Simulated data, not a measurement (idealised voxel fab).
Process module, titled voxel trench capacitor
Cross-section cut spans 295 nm and uses square cells 5 nm in size.
Format of a cross-section: grid, square cells. Given as bands. Order: top down. Band: one or more rows of cells. Heights first: top, then bottom, in nm. Then materials, left to right, each with a width in nm. "throughout" on a single material: fills the band edge to edge. "blank": empty space. Beneath 0, the wafer as received is one material, and that level is where height counting begins. The lowest band goes on downward without a bottom; it is written like "0 down". Read "30 to 40" as a graded width: first number on top, second number at the bottom, same change between each pair of neighbouring rows. "all unchanged", as given for a step, is the statement that not any cell of the cross-section underwent a change during that step. Enclosed voids (no open way to top), threshold 8 cells or more, entry "Sealed internal cavities", notation width x height at distance, distance from left edge, nm. Past the settings on a step's line: simulator remark, on that step. "overlay nm" answers the question of how far to the right of plan the mask lay on a step that has a mask, and when it is negative the answer is to the left.
-- Process steps (planned)
- 1: RECEIVE, material Si
- 2: CONFORMAL_DEP, material SiN, thk nm 10
- 3: PATTERN, tone open, mask id TRENCH, material resist, width nm 15, pitch nm 35, thk nm 20, overlay nm 0
- 4: DIRECTIONAL_ETCH, etch materials SiN, depth nm 10
- 5: DIRECTIONAL_ETCH, etch materials Si, depth nm 25
- 6: STRIP, etch materials resist
- 7: CONFORMAL_DEP, material Al2O3, thk nm 5
- 8: FILL_DEP, material polySi, thk nm 5
- 9: CMP, height nm 10
-- Concerning the first of two wafers, which was run in accordance with the plan
-- Step 1 complete: cross-section of the wafer as received
- 0 down  Si throughout
- Sealed internal cavities: none
-- Sectional view: wafer, after step 2
- 10 to 0  SiN throughout
- No changes below 0.
-- Sectional view: wafer, after step 3
- 30 to 10  resist: 105, blank: 15, resist: 20, blank: 15, resist: 20, blank: 15, resist: 105
- No changes below 10.
-- Sectional view: wafer, after step 4
- 30 to 10  resist: 105, blank: 15, resist: 20, blank: 15, resist: 20, blank: 15, resist: 105
- 10 to 0  SiN: 105, blank: 15, SiN: 20, blank: 15, SiN: 20, blank: 15, SiN: 105
- No changes below 0.
-- Sectional view: wafer, after step 5
- 30 to 10  resist: 105, blank: 15, resist: 20, blank: 15, resist: 20, blank: 15, resist: 105
- 10 to 0  SiN: 105, blank: 15, SiN: 20, blank: 15, SiN: 20, blank: 15, SiN: 105
- 0 to -25  Si: 105, blank: 15, Si: 20, blank: 15, Si: 20, blank: 15, Si: 105
- No changes below -25.
-- Sectional view: wafer, after step 6
- 10 to 0  SiN: 105, blank: 15, SiN: 20, blank: 15, SiN: 20, blank: 15, SiN: 105
- No changes below 0.
-- Sectional view: wafer, after step 7
- 15 to 10  Al2O3: 110, blank: 5, Al2O3: 30, blank: 5, Al2O3: 30, blank: 5, Al2O3: 110
- 10 to 0  SiN: 105, Al2O3: 5, blank: 5, Al2O3: 5, SiN: 20, Al2O3: 5, blank: 5, Al2O3: 5, SiN: 20, Al2O3: 5, blank: 5, Al2O3: 5, SiN: 105
- 0 to -20  Si: 105, Al2O3: 5, blank: 5, Al2O3: 5, Si: 20, Al2O3: 5, blank: 5, Al2O3: 5, Si: 20, Al2O3: 5, blank: 5, Al2O3: 5, Si: 105
- -20 to -25  Si: 105, Al2O3: 15, Si: 20, Al2O3: 15, Si: 20, Al2O3: 15, Si: 105
- No changes below -25.
-- Sectional view: wafer, after step 8
- 20 to 15  polySi throughout
- 15 to 10  Al2O3: 110, polySi: 5, Al2O3: 30, polySi: 5, Al2O3: 30, polySi: 5, Al2O3: 110
- 10 to 0  SiN: 105, Al2O3: 5, polySi: 5, Al2O3: 5, SiN: 20, Al2O3: 5, polySi: 5, Al2O3: 5, SiN: 20, Al2O3: 5, polySi: 5, Al2O3: 5, SiN: 105
- 0 to -20  Si: 105, Al2O3: 5, polySi: 5, Al2O3: 5, Si: 20, Al2O3: 5, polySi: 5, Al2O3: 5, Si: 20, Al2O3: 5, polySi: 5, Al2O3: 5, Si: 105
- No changes below -20.
-- Sectional view: wafer, after step 9
- 10 to 0  SiN: 105, Al2O3: 5, polySi: 5, Al2O3: 5, SiN: 20, Al2O3: 5, polySi: 5, Al2O3: 5, SiN: 20, Al2O3: 5, polySi: 5, Al2O3: 5, SiN: 105
- No changes below 0.
-- Second wafer. Start and plan as for the first. One mistake made in running. Agrees with the first up to and including step 2
-- Second wafer: cross-section at the scheduled end of step 3
- 30 to 10  blank: 105, resist: 15, blank: 20, resist: 15, blank: 20, resist: 15, blank: 105
- No changes below 10.
-- Second wafer: cross-section at the scheduled end of step 4
- 30 to 10  blank: 105, resist: 15, blank: 20, resist: 15, blank: 20, resist: 15, blank: 105
- 10 to 0  blank: 105, SiN: 15, blank: 20, SiN: 15, blank: 20, SiN: 15, blank: 105
- No changes below 0.
-- Second wafer: cross-section at the scheduled end of step 5
- 30 to 10  blank: 105, resist: 15, blank: 20, resist: 15, blank: 20, resist: 15, blank: 105
- 10 to 0  blank: 105, SiN: 15, blank: 20, SiN: 15, blank: 20, SiN: 15, blank: 105
- 0 to -25  blank: 105, Si: 15, blank: 20, Si: 15, blank: 20, Si: 15, blank: 105
- No changes below -25.
-- Second wafer: cross-section at the scheduled end of step 6
- 10 to 0  blank: 105, SiN: 15, blank: 20, SiN: 15, blank: 20, SiN: 15, blank: 105
- No changes below 0.
-- Second wafer: cross-section at the scheduled end of step 7
- 15 to 10  blank: 100, Al2O3: 25, blank: 10, Al2O3: 25, blank: 10, Al2O3: 25, blank: 100
- 10 to 0  blank: 100, Al2O3: 5, SiN: 15, Al2O3: 5, blank: 10, Al2O3: 5, SiN: 15, Al2O3: 5, blank: 10, Al2O3: 5, SiN: 15, Al2O3: 5, blank: 100
- 0 to -20  blank: 100, Al2O3: 5, Si: 15, Al2O3: 5, blank: 10, Al2O3: 5, Si: 15, Al2O3: 5, blank: 10, Al2O3: 5, Si: 15, Al2O3: 5, blank: 100
- -20 to -25  Al2O3: 105, Si: 15, Al2O3: 20, Si: 15, Al2O3: 20, Si: 15, Al2O3: 105
- No changes below -25.
-- Second wafer: cross-section at the scheduled end of step 8
- 20 to 15  polySi throughout
- 15 to 10  polySi: 100, Al2O3: 25, polySi: 10, Al2O3: 25, polySi: 10, Al2O3: 25, polySi: 100
- 10 to 0  polySi: 100, Al2O3: 5, SiN: 15, Al2O3: 5, polySi: 10, Al2O3: 5, SiN: 15, Al2O3: 5, polySi: 10, Al2O3: 5, SiN: 15, Al2O3: 5, polySi: 100
- 0 to -20  polySi: 100, Al2O3: 5, Si: 15, Al2O3: 5, polySi: 10, Al2O3: 5, Si: 15, Al2O3: 5, polySi: 10, Al2O3: 5, Si: 15, Al2O3: 5, polySi: 100
- No changes below -20.
-- Second wafer: cross-section at the scheduled end of step 9
- 10 to 0  polySi: 100, Al2O3: 5, SiN: 15, Al2O3: 5, polySi: 10, Al2O3: 5, SiN: 15, Al2O3: 5, polySi: 10, Al2O3: 5, SiN: 15, Al2O3: 5, polySi: 100
- No changes below 0.
Against the plan, the run slipped here: step 3, actual vs plan mismatch, actual run PATTERN, tone cover, mask id TRENCH, material resist, width nm 15, pitch nm 35, thk nm 20, overlay nm 0
End of process, cell counts, second wafer against first, materials with more or fewer: +41 Al2O3 | -205 Si | -82 SiN | +246 polySi
